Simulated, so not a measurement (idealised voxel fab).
Process module in this document: voxel air gaps
Cross-section cut: width 290 nm, square cells of 5 nm.
Cross-section, as written here: a square-cell grid given band by band from the top down, where a band holds one or more rows of cells. This entry defines a band. It first specifies the height of the band's top and the height of its bottom in nm, and then specifies the band's materials from left to right, stating each material with its width in nm. The word "throughout" identifies a single material that fills the band from edge to edge, while the word "empty" identifies empty space. Basically, 0 is our baseline, since under it the wafer straight out of the box is all one material. The bottom band has no lower end and keeps on going down, so it looks like "from 0 down". A two-number width, for instance "30..40", indicates that the width is equal to the first number in the top row of the band and to the second number in the bottom row, and that it changes by a constant amount per row of cells. No cell of the cross-section changed in a step that is given as "remained unchanged". Entry "Catalogued sealed voids" = empty spaces >= 8 cells with no open way to the top; each as width x height at distance, distance from left edge, all nm. Heads up: the bit after the settings on a step's line is the simulator's remark on that step. The "overlay nm" setting may appear on a step's line; for a step that uses a mask, it gives how far to the right of its planned position the mask lay, and a negative value indicates the left.
**The following list gives the planned process steps**
step 1: RECEIVE: material Si
step 2: CONFORMAL_DEP: material SiO2, thk nm 15
step 3: CONFORMAL_DEP: material SiN, thk nm 5
step 4: DIRECTIONAL_DEP: material SiO2, thk nm 30
step 5: DIRECTIONAL_DEP: material aC, thk nm 10
step 6: PATTERN: tone open, mask id LINES, material resist, width nm 15, pitch nm 45, thk nm 30, overlay nm 0
step 7: DIRECTIONAL_ETCH: etch materials aC, depth nm 10
step 8: STRIP: etch materials resist
step 9: DIRECTIONAL_ETCH: etch materials SiO2, depth nm 30
step 10: STRIP: etch materials aC
step 11: CONFORMAL_DEP: material TiN, thk nm 5
step 12: FILL_DEP: material Ru, thk nm 10
step 13: CMP: height nm 50
step 14: EPI: material Ru, thk nm 10
step 15: SELECTIVE_ETCH: etch materials SiO2, depth nm 40
step 16: CONFORMAL_DEP: material SiN, thk nm 5
**The first of a set of two wafers, run to plan**
**Here's what the wafer looked like in cross-section when it arrived - that's after step 1**
* from 0 down = Si throughout
* Catalogued sealed voids: none
**Wafer after step 2 (cross-section)**
* from 15 to 0 = SiO2 throughout
* Anything lower than 0 is untouched.
**Wafer after step 3 (cross-section)**
* from 20 to 15 = SiN throughout
* Anything lower than 15 is untouched.
**Wafer after step 4 (cross-section)**
* from 50 to 20 = SiO2 throughout
* Anything lower than 20 is untouched.
**Wafer after step 5 (cross-section)**
* from 60 to 50 = aC throughout
* Anything lower than 50 is untouched.
**Wafer after step 6 (cross-section)**
* from 90 to 60 = resist (70)  empty (15)  resist (30)  empty (15)  resist (30)  empty (15)  resist (30)  empty (15)  resist (70)
* Anything lower than 60 is untouched.
**Wafer after step 7 (cross-section)**
* from 80 to 60 = resist (70)  empty (15)  resist (30)  empty (15)  resist (30)  empty (15)  resist (30)  empty (15)  resist (70)
* from 60 to 50 = aC (70)  empty (15)  aC (30)  empty (15)  aC (30)  empty (15)  aC (30)  empty (15)  aC (70)
* Anything lower than 50 is untouched.
**Wafer after step 8 (cross-section)**
* from 60 to 50 = aC (70)  empty (15)  aC (30)  empty (15)  aC (30)  empty (15)  aC (30)  empty (15)  aC (70)
* Anything lower than 50 is untouched.
**Wafer after step 9 (cross-section)**
* from 60 to 50 = aC (70)  empty (15)  aC (30)  empty (15)  aC (30)  empty (15)  aC (30)  empty (15)  aC (70)
* from 50 to 20 = SiO2 (70)  empty (15)  SiO2 (30)  empty (15)  SiO2 (30)  empty (15)  SiO2 (30)  empty (15)  SiO2 (70)
* Anything lower than 20 is untouched.
**Wafer after step 10 (cross-section)**
* from 50 to 20 = SiO2 (70)  empty (15)  SiO2 (30)  empty (15)  SiO2 (30)  empty (15)  SiO2 (30)  empty (15)  SiO2 (70)
* Anything lower than 20 is untouched.
**Wafer after step 11 (cross-section)**
* from 55 to 50 = TiN (75)  empty (5)  TiN (40)  empty (5)  TiN (40)  empty (5)  TiN (40)  empty (5)  TiN (75)
* from 50 to 25 = SiO2 (70)  TiN (5)  empty (5)  TiN (5)  SiO2 (30)  TiN (5)  empty (5)  TiN (5)  SiO2 (30)  TiN (5)  empty (5)  TiN (5)  SiO2 (30)  TiN (5)  empty (5)  TiN (5)  SiO2 (70)
* from 25 to 20 = SiO2 (70)  TiN (15)  SiO2 (30)  TiN (15)  SiO2 (30)  TiN (15)  SiO2 (30)  TiN (15)  SiO2 (70)
* Anything lower than 20 is untouched.
**Wafer after step 12 (cross-section)**
* from 65 to 55 = Ru throughout
* from 55 to 50 = TiN (75)  Ru (5)  TiN (40)  Ru (5)  TiN (40)  Ru (5)  TiN (40)  Ru (5)  TiN (75)
* from 50 to 25 = SiO2 (70)  TiN (5)  Ru (5)  TiN (5)  SiO2 (30)  TiN (5)  Ru (5)  TiN (5)  SiO2 (30)  TiN (5)  Ru (5)  TiN (5)  SiO2 (30)  TiN (5)  Ru (5)  TiN (5)  SiO2 (70)
* Anything lower than 25 is untouched.
**Wafer after step 13 (cross-section)**
* from 50 to 25 = SiO2 (70)  TiN (5)  Ru (5)  TiN (5)  SiO2 (30)  TiN (5)  Ru (5)  TiN (5)  SiO2 (30)  TiN (5)  Ru (5)  TiN (5)  SiO2 (30)  TiN (5)  Ru (5)  TiN (5)  SiO2 (70)
* Anything lower than 25 is untouched.
**Wafer after step 14 (cross-section)**
* from 60 to 50 = empty (60)  Ru (35)  empty (10)  Ru (35)  empty (10)  Ru (35)  empty (10)  Ru (35)  empty (60)
* Anything lower than 50 is untouched.
**Wafer after step 15 (cross-section)**
* from 60 to 50 = empty (60)  Ru (35)  empty (10)  Ru (35)  empty (10)  Ru (35)  empty (10)  Ru (35)  empty (60)
* from 50 to 25 = empty (70)  TiN (5)  Ru (5)  TiN (5)  empty (30)  TiN (5)  Ru (5)  TiN (5)  empty (30)  TiN (5)  Ru (5)  TiN (5)  empty (30)  TiN (5)  Ru (5)  TiN (5)  empty (70)
* from 25 to 20 = empty (70)  TiN (15)  empty (30)  TiN (15)  empty (30)  TiN (15)  empty (30)  TiN (15)  empty (70)
* Anything lower than 20 is untouched.
**Wafer after step 16 (cross-section)**
* from 65 to 60 = empty (55)  SiN (180)  empty (55)
* from 60 to 50 = empty (55)  SiN (5)  Ru (35)  SiN (10)  Ru (35)  SiN (10)  Ru (35)  SiN (10)  Ru (35)  SiN (5)  empty (55)
* from 50 to 45 = empty (55)  SiN (15)  TiN (5)  Ru (5)  TiN (5)  SiN (30)  TiN (5)  Ru (5)  TiN (5)  SiN (30)  TiN (5)  Ru (5)  TiN (5)  SiN (30)  TiN (5)  Ru (5)  TiN (5)  SiN (15)  empty (55)
* from 45 to 25 = empty (65)  SiN (5)  TiN (5)  Ru (5)  TiN (5)  SiN (5)  empty (20)  SiN (5)  TiN (5)  Ru (5)  TiN (5)  SiN (5)  empty (20)  SiN (5)  TiN (5)  Ru (5)  TiN (5)  SiN (5)  empty (20)  SiN (5)  TiN (5)  Ru (5)  TiN (5)  SiN (5)  empty (65)
* from 25 to 20 = SiN (70)  TiN (15)  SiN (30)  TiN (15)  SiN (30)  TiN (15)  SiN (30)  TiN (15)  SiN (70)
* Anything lower than 20 is untouched.
* Catalogued sealed voids: 20 x 20 at 90; 20 x 20 at 135; 20 x 20 at 180
**Second wafer: same start and same plan as the first, one execution error; identical to the first through step 15**
Planned end of step 16: second wafer, cross-section: remained unchanged
What broke from the plan during processing? step 16 of the plan was omitted and not executed
The second wafer ends with more or fewer cells of some materials than the first, per final count: -154 SiN
End state: 3 closed voids on the first wafer, 0 on the second.
